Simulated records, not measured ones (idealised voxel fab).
Process module heading - voxel self aligned contacts
The cross-section on display is named cut; it measures 285 nm wide, and its cells are 5 nm squares.
For the purposes of this document, a cross-section shall be understood as a grid of square cells, specified as bands listed in top-to-bottom order, each band consisting of one or more rows of cells. The band entry comprises the height of the band's top followed by the height of its bottom, expressed in nm, and subsequently the band's materials from left to right, each stated together with its width in nm. Where a single material is marked with the word "everywhere", that material fills the band from edge to edge. The word "blank" represents empty space. Heights are reckoned from 0. Under this level, the received wafer is all of one material. The bottommost band is open-ended downward, for example "0 nm and below". The width entry "30->40" should be interpreted row by row: the top row of cells in the band takes the first number, the bottom row takes the second number, and the change between adjacent rows is uniform throughout. Where a step carries "all unchanged", the cross-section came out of it unchanged, cell for cell. Entry "Closed voids list". Content: empty spaces with no open connection to the top, size 8 cells or greater. Each: width x height at distance. Distance: from left edge. Unit: nm. If you see something after the settings on a step's line, that's the simulator's own remark about that step. If you see "overlay nm" on a step's line and that step has a mask, it's telling you how far right of where it was planned the mask ended up; a negative number means it went left instead.

### Here's what the planned process steps look like
step 1: RECEIVE: material Si
step 2: OXIDIZE: depth nm 5
step 3: DIRECTIONAL_DEP: material polySi, thk nm 20
step 4: DIRECTIONAL_DEP: material SiN, thk nm 20
step 5: DIRECTIONAL_DEP: material aC, thk nm 10
step 6: PATTERN: tone cover, mask id GATE, material resist, width nm 25, pitch nm 55, thk nm 30, overlay nm 0
step 7: DIRECTIONAL_ETCH: etch materials aC, depth nm 10
step 8: STRIP: etch materials resist
step 9: DIRECTIONAL_ETCH: etch materials SiN, depth nm 20
step 10: DIRECTIONAL_ETCH: etch materials polySi, depth nm 20
step 11: STRIP: etch materials aC
step 12: CONFORMAL_DEP: material SiN, thk nm 5
step 13: DIRECTIONAL_ETCH: etch materials SiN, depth nm 5
step 14: FILL_DEP: material SiO2, thk nm 10
step 15: CMP: height nm 45
step 16: PATTERN: tone open, mask id CONTACT, material resist, width nm 30, pitch nm 55, thk nm 15, overlay nm 0
step 17: DIRECTIONAL_ETCH: etch materials SiO2, depth nm 50
step 18: STRIP: etch materials resist
step 19: CONFORMAL_DEP: material TiN, thk nm 5
step 20: FILL_DEP: material W, thk nm 5
step 21: CMP: height nm 45
step 22: CONFORMAL_DEP: material SiCN, thk nm 5
The value of width nm given for step 16 in the plan refers to the first wafer; the wafers vary in this setting and are alike at the start.

### Here's the first of the wafers in cross-section, just as we got it, i.e. after step 1
    0 nm and below  Si everywhere
    Closed voids list: none

### Heads up, this table goes wafer by wafer. A row tells you, at the end of the module, how many cells of each material that wafer has put on (+) or dropped (-) since it was received, and then its closed voids
width nm 30 | -57 Si | +57 SiCN | +108 SiN | +318 SiO2 | +48 TiN | +36 W | +60 polySi | Closed voids list: none
width nm 35 | -57 Si | +57 SiCN | +108 SiN | +316 SiO2 | +50 TiN | +36 W | +60 polySi | Closed voids list: none
width nm 40 | -57 Si | +57 SiCN | +108 SiN | +314 SiO2 | +52 TiN | +36 W | +60 polySi | Closed voids list: none
